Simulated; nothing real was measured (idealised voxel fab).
process module | voxel capacitor over wiring
cross-section cut | 275 nm wide | cells 5 nm
A cross-section is a grid of square cells, given in bands from the top down. A band is one or more rows of cells.
Each band's line starts with the height of the band's top and of its bottom, in nm. Then come its materials from left to right, each with its width in nm. One material with "throughout" fills the band from edge to edge. "air" is empty space.
Height 0 is the level under which the wafer as received is all one material. The lowest band goes on downwards, as in "0 down".
A width such as "30 to 40" changes by the same amount from each row of cells to the next, from the band's top row to its bottom row.
"no change" after a step means that no cell of the cross-section changed.
closed voids: empty space of 8 cells or more with no open way to the top, each as width x height at its distance from the left edge, in nm
after a step's settings: what the simulator itself notes on the step
overlay nm, on a step with a mask: how far to the right of its planned place the mask lay; to the left if negative
plan
1 op RECEIVE | material Si
2 op CONFORMAL_DEP | material SiO2 | thk nm 10
3 op CONFORMAL_DEP | material SiCN | thk nm 5
4 op DIRECTIONAL_DEP | material lowk | thk nm 20
5 op MASKED_ETCH | tone open | mask id METAL_1 | width nm 30 | pitch nm 90 | etch materials lowk | depth nm 20 | overlay nm 0
6 op MASKED_ETCH | tone open | mask id METAL_1 | width nm 30 | pitch nm 90 | etch materials SiCN | depth nm 5 | overlay nm 0
7 op CONFORMAL_DEP | material TiN | thk nm 5
8 op FILL_DEP | material Cu | thk nm 5
9 op CMP | height nm 35
10 op CONFORMAL_DEP | material SiCN | thk nm 5
11 op DIRECTIONAL_DEP | material SiO2 | thk nm 15
12 op PATTERN | tone open | mask id PLUG_1 | material resist | width nm 15 | thk nm 20 | overlay nm 0
13 op DIRECTIONAL_ETCH | etch materials SiO2 | depth nm 15
14 op DIRECTIONAL_ETCH | etch materials SiCN | depth nm 5
15 op STRIP | etch materials resist
16 op CONFORMAL_DEP | material TiN | thk nm 5
17 op FILL_DEP | material Ru | thk nm 10
18 op CMP | height nm 55
19 op DIRECTIONAL_DEP | material TiN | thk nm 5
20 op DIRECTIONAL_DEP | material SiN | thk nm 5
21 op DIRECTIONAL_DEP | material TiN | thk nm 5
22 op MASKED_ETCH | tone cover | mask id UPPER_PLATE | width nm 65 | etch materials TiN | depth nm 5 | overlay nm 0
23 op MASKED_ETCH | tone cover | mask id UPPER_PLATE | width nm 65 | etch materials SiN | depth nm 5 | overlay nm 0
24 op PATTERN | tone cover | mask id LOWER_PLATE | material resist | width nm 75 | thk nm 15 | overlay nm 0
25 op DIRECTIONAL_ETCH | etch materials TiN | depth nm 5
26 op STRIP | etch materials resist
27 op FILL_DEP | material SiO2 | thk nm 20
28 op CMP | height nm 85
29 op MASKED_ETCH | tone open | mask id PLUG_2 | width nm 15 | etch materials SiO2 | depth nm 15 | overlay nm 0
30 op CONFORMAL_DEP | material TiN | thk nm 5
31 op FILL_DEP | material Ru | thk nm 5
32 op CMP | height nm 85
33 op CONFORMAL_DEP | material SiN | thk nm 5
as received, after step 1
  0 down: Si throughout
  closed voids: none
first wafer at the end, as planned
  90 to 85: SiN throughout
  85 to 75: SiO2 100 | TiN 5 | Ru 5 | TiN 5 | SiO2 160
  75 to 65: SiO2 100 to 90 | TiN 15 to 65 | SiO2 160 to 120
  65 to 60: SiO2 90 | SiN 65 | SiO2 120
  60 to 55: SiO2 85 | TiN 75 | SiO2 115
  55 to 40: SiO2 90 | TiN 5 | Ru 5 | TiN 5 | SiO2 170
  40 to 35: SiCN 90 | TiN 15 | SiCN 170
  35 to 15: lowk 75 | TiN 5 | Cu 20 | TiN 5 | lowk 60 | TiN 5 | Cu 20 | TiN 5 | lowk 80
  15 to 10: SiCN 75 | TiN 30 | SiCN 60 | TiN 30 | SiCN 80
  10 to 0: SiO2 throughout
  0 down: Si throughout
  closed voids: none
second wafer at the end: like start, like plan, one mistake
  90 to 85: SiN throughout
  85 to 75: SiO2 100 | TiN 5 | Ru 5 | TiN 5 | SiO2 160
  75 to 70: SiO2 100 | TiN 15 | SiO2 160
  70 to 65: SiO2 90 | SiN 65 | SiO2 120
  65 to 60: SiO2 85 | TiN 75 | SiO2 115
  60 to 55: TiN throughout
  55 to 40: SiO2 90 | TiN 5 | Ru 5 | TiN 5 | SiO2 170
  40 to 35: SiCN 90 | TiN 15 | SiCN 170
  35 to 15: lowk 75 | TiN 5 | Cu 20 | TiN 5 | lowk 60 | TiN 5 | Cu 20 | TiN 5 | lowk 80
  15 to 10: SiCN 75 | TiN 30 | SiCN 60 | TiN 30 | SiCN 80
  10 to 0: SiO2 throughout
  0 down: Si throughout
  closed voids: none
what went wrong: steps 20 and 21 were swapped
at the end the second wafer has, in cells: 42 fewer of SiO2 | 42 more of TiN
